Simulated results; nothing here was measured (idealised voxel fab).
process module | voxel wiring stack
cross-section cut | 175 nm wide | cells 5 nm
A cross-section is a grid of square cells, given in bands from the top down. A band is one or more rows of cells.
Each band's line starts with the height of the band's top and of its bottom, in nm. Then come its materials from left to right, each with its width in nm. One material with "throughout" fills the band from edge to edge. "air" is empty space.
Height 0 is the level under which the wafer as received is all one material. The lowest band goes on downwards, as in "0 down".
A width such as "30 to 40" changes by the same amount from each row of cells to the next, from the band's top row to its bottom row.
"no change" after a step means that no cell of the cross-section changed.
closed voids: empty space of 8 cells or more with no open way to the top, each as width x height at its distance from the left edge, in nm
after a step's settings: what the simulator itself notes on the step
overlay nm, on a step with a mask: how far to the right of its planned place the mask lay; to the left if negative
plan
1 op RECEIVE | material Si
2 op CONFORMAL_DEP | material SiO2 | thk nm 15
3 op DIRECTIONAL_DEP | material TiN | thk nm 5
4 op DIRECTIONAL_DEP | material W | thk nm 15
5 op DIRECTIONAL_DEP | material aC | thk nm 10
6 op PATTERN | tone cover | mask id METAL_1 | material resist | width nm 25 | pitch nm 55 | thk nm 25 | overlay nm 0
7 op DIRECTIONAL_ETCH | etch materials aC | depth nm 10
8 op STRIP | etch materials resist
9 op DIRECTIONAL_ETCH | etch materials W | depth nm 15
10 op DIRECTIONAL_ETCH | etch materials TiN | depth nm 5
11 op STRIP | etch materials aC
12 op CONFORMAL_DEP | material SiCN | thk nm 5
13 op FILL_DEP | material SiO2 | thk nm 5
14 op CMP | height nm 35
15 op CONFORMAL_DEP | material SiCN | thk nm 5
16 op DIRECTIONAL_DEP | material lowk | thk nm 30
17 op MASKED_ETCH | tone open | mask id METAL_2_HOLES | width nm 15 | etch materials lowk | depth nm 30 | overlay nm 0
18 op MASKED_ETCH | tone open | mask id METAL_2 | width nm 25 | pitch nm 55 | etch materials lowk | depth nm 20 | overlay nm 0
19 op MASKED_ETCH | tone open | mask id METAL_2 | width nm 25 | pitch nm 55 | etch materials SiCN | depth nm 5 | overlay nm 0
20 op CONFORMAL_DEP | material TiN | thk nm 5
21 op FILL_DEP | material Cu | thk nm 10
22 op CMP | height nm 70
23 op CONFORMAL_DEP | material SiN | thk nm 5
first wafer, as planned
as received, after step 1
  0 down: Si throughout
  closed voids: none
after step 2
  15 to 0: SiO2 throughout
  below 0: unchanged
after step 3
  20 to 15: TiN throughout
  below 15: unchanged
after step 4
  35 to 20: W throughout
  below 20: unchanged
after step 5
  45 to 35: aC throughout
  below 35: unchanged
after step 6
  70 to 45: air 45 | resist 25 | air 30 | resist 25 | air 50
  below 45: unchanged
after step 7
  60 to 45: air 45 | resist 25 | air 30 | resist 25 | air 50
  45 to 35: air 45 | aC 25 | air 30 | aC 25 | air 50
  below 35: unchanged
after step 8
  45 to 35: air 45 | aC 25 | air 30 | aC 25 | air 50
  below 35: unchanged
after step 9
  45 to 35: air 45 | aC 25 | air 30 | aC 25 | air 50
  35 to 20: air 45 | W 25 | air 30 | W 25 | air 50
  below 20: unchanged
after step 10
  45 to 35: air 45 | aC 25 | air 30 | aC 25 | air 50
  35 to 20: air 45 | W 25 | air 30 | W 25 | air 50
  20 to 15: air 45 | TiN 25 | air 30 | TiN 25 | air 50
  below 15: unchanged
after step 11
  35 to 20: air 45 | W 25 | air 30 | W 25 | air 50
  below 20: unchanged
after step 12
  40 to 35: air 40 | SiCN 35 | air 20 | SiCN 35 | air 45
  35 to 20: air 40 | SiCN 5 | W 25 | SiCN 5 | air 20 | SiCN 5 | W 25 | SiCN 5 | air 45
  20 to 15: SiCN 45 | TiN 25 | SiCN 30 | TiN 25 | SiCN 50
  below 15: unchanged
after step 13
  45 to 40: SiO2 throughout
  40 to 35: SiO2 40 | SiCN 35 | SiO2 20 | SiCN 35 | SiO2 45
  35 to 20: SiO2 40 | SiCN 5 | W 25 | SiCN 5 | SiO2 20 | SiCN 5 | W 25 | SiCN 5 | SiO2 45
  below 20: unchanged
after step 14
  35 to 20: SiO2 40 | SiCN 5 | W 25 | SiCN 5 | SiO2 20 | SiCN 5 | W 25 | SiCN 5 | SiO2 45
  below 20: unchanged
after step 15
  40 to 35: SiCN throughout
  below 35: unchanged
after step 16
  70 to 40: lowk throughout
  below 40: unchanged
after step 17
  70 to 40: lowk 45 | air 15 | lowk 115
  below 40: unchanged
after step 18
  70 to 50: lowk 45 | air 25 | lowk 30 | air 25 | lowk 50
  below 50: unchanged
after step 19
  70 to 50: lowk 45 | air 25 | lowk 30 | air 25 | lowk 50
  50 to 40: lowk 45 | air 15 | lowk 115
  40 to 35: SiCN 45 | air 15 | SiCN 115
  below 35: unchanged
after step 20
  75 to 70: TiN 50 | air 15 | TiN 40 | air 15 | TiN 55
  70 to 55: lowk 45 | TiN 5 | air 15 | TiN 5 | lowk 30 | TiN 5 | air 15 | TiN 5 | lowk 50
  55 to 50: lowk 45 | TiN 5 | air 5 | TiN 15 | lowk 30 | TiN 25 | lowk 50
  50 to 40: lowk 45 | TiN 5 | air 5 | TiN 5 | lowk 115
  40 to 35: SiCN 45 | TiN 15 | SiCN 115
  below 35: unchanged
after step 21
  85 to 75: Cu throughout
  75 to 70: TiN 50 | Cu 15 | TiN 40 | Cu 15 | TiN 55
  70 to 55: lowk 45 | TiN 5 | Cu 15 | TiN 5 | lowk 30 | TiN 5 | Cu 15 | TiN 5 | lowk 50
  55 to 50: lowk 45 | TiN 5 | Cu 5 | TiN 15 | lowk 30 | TiN 25 | lowk 50
  50 to 40: lowk 45 | TiN 5 | Cu 5 | TiN 5 | lowk 115
  below 40: unchanged
after step 22
  70 to 55: lowk 45 | TiN 5 | Cu 15 | TiN 5 | lowk 30 | TiN 5 | Cu 15 | TiN 5 | lowk 50
  below 55: unchanged
after step 23
  75 to 70: SiN throughout
  below 70: unchanged
second wafer: like start, like plan, one mistake. Through step 1 it matches the first wafer
when step 2 should have ended
  30 to 0: SiO2 throughout
  below 0: unchanged
when step 3 should have ended
  35 to 30: TiN throughout
  below 30: unchanged
when step 4 should have ended
  50 to 35: W throughout
  below 35: unchanged
when step 5 should have ended
  60 to 50: aC throughout
  below 50: unchanged
when step 6 should have ended
  85 to 60: air 45 | resist 25 | air 30 | resist 25 | air 50
  below 60: unchanged
when step 7 should have ended
  75 to 60: air 45 | resist 25 | air 30 | resist 25 | air 50
  60 to 50: air 45 | aC 25 | air 30 | aC 25 | air 50
  below 50: unchanged
when step 8 should have ended
  60 to 50: air 45 | aC 25 | air 30 | aC 25 | air 50
  below 50: unchanged
when step 9 should have ended
  60 to 50: air 45 | aC 25 | air 30 | aC 25 | air 50
  50 to 35: air 45 | W 25 | air 30 | W 25 | air 50
  below 35: unchanged
when step 10 should have ended
  60 to 50: air 45 | aC 25 | air 30 | aC 25 | air 50
  50 to 35: air 45 | W 25 | air 30 | W 25 | air 50
  35 to 30: air 45 | TiN 25 | air 30 | TiN 25 | air 50
  below 30: unchanged
when step 11 should have ended
  50 to 35: air 45 | W 25 | air 30 | W 25 | air 50
  below 35: unchanged
when step 12 should have ended
  55 to 50: air 40 | SiCN 35 | air 20 | SiCN 35 | air 45
  50 to 35: air 40 | SiCN 5 | W 25 | SiCN 5 | air 20 | SiCN 5 | W 25 | SiCN 5 | air 45
  35 to 30: SiCN 45 | TiN 25 | SiCN 30 | TiN 25 | SiCN 50
  below 30: unchanged
when step 13 should have ended
  60 to 55: SiO2 throughout
  55 to 50: SiO2 40 | SiCN 35 | SiO2 20 | SiCN 35 | SiO2 45
  50 to 35: SiO2 40 | SiCN 5 | W 25 | SiCN 5 | SiO2 20 | SiCN 5 | W 25 | SiCN 5 | SiO2 45
  below 35: unchanged
when step 14 should have ended
  35 to 30: SiCN 45 | TiN 25 | SiCN 30 | TiN 25 | SiCN 50
  below 30: unchanged
when step 15 should have ended
  40 to 35: SiCN throughout
  below 35: unchanged
when step 16 should have ended
  70 to 40: lowk throughout
  below 40: unchanged
when step 17 should have ended
  70 to 40: lowk 45 | air 15 | lowk 115
  below 40: unchanged
when step 18 should have ended
  70 to 50: lowk 45 | air 25 | lowk 30 | air 25 | lowk 50
  below 50: unchanged
when step 19 should have ended
  70 to 50: lowk 45 | air 25 | lowk 30 | air 25 | lowk 50
  50 to 40: lowk 45 | air 15 | lowk 115
  40 to 35: SiCN 45 | air 15 | SiCN 115
  below 35: unchanged
when step 20 should have ended
  75 to 70: TiN 50 | air 15 | TiN 40 | air 15 | TiN 55
  70 to 55: lowk 45 | TiN 5 | air 15 | TiN 5 | lowk 30 | TiN 5 | air 15 | TiN 5 | lowk 50
  55 to 50: lowk 45 | TiN 5 | air 5 | TiN 15 | lowk 30 | TiN 25 | lowk 50
  50 to 40: lowk 45 | TiN 5 | air 5 | TiN 5 | lowk 115
  40 to 35: SiCN 45 | TiN 15 | SiCN 115
  below 35: unchanged
when step 21 should have ended
  85 to 75: Cu throughout
  75 to 70: TiN 50 | Cu 15 | TiN 40 | Cu 15 | TiN 55
  70 to 55: lowk 45 | TiN 5 | Cu 15 | TiN 5 | lowk 30 | TiN 5 | Cu 15 | TiN 5 | lowk 50
  55 to 50: lowk 45 | TiN 5 | Cu 5 | TiN 15 | lowk 30 | TiN 25 | lowk 50
  50 to 40: lowk 45 | TiN 5 | Cu 5 | TiN 5 | lowk 115
  below 40: unchanged
when step 22 should have ended
  70 to 55: lowk 45 | TiN 5 | Cu 15 | TiN 5 | lowk 30 | TiN 5 | Cu 15 | TiN 5 | lowk 50
  below 55: unchanged
when step 23 should have ended
  75 to 70: SiN throughout
  below 70: unchanged
what went wrong: step 2 was run twice
at the end the second wafer has, in cells: 12 fewer of SiCN | 42 more of SiO2 | 30 fewer of W
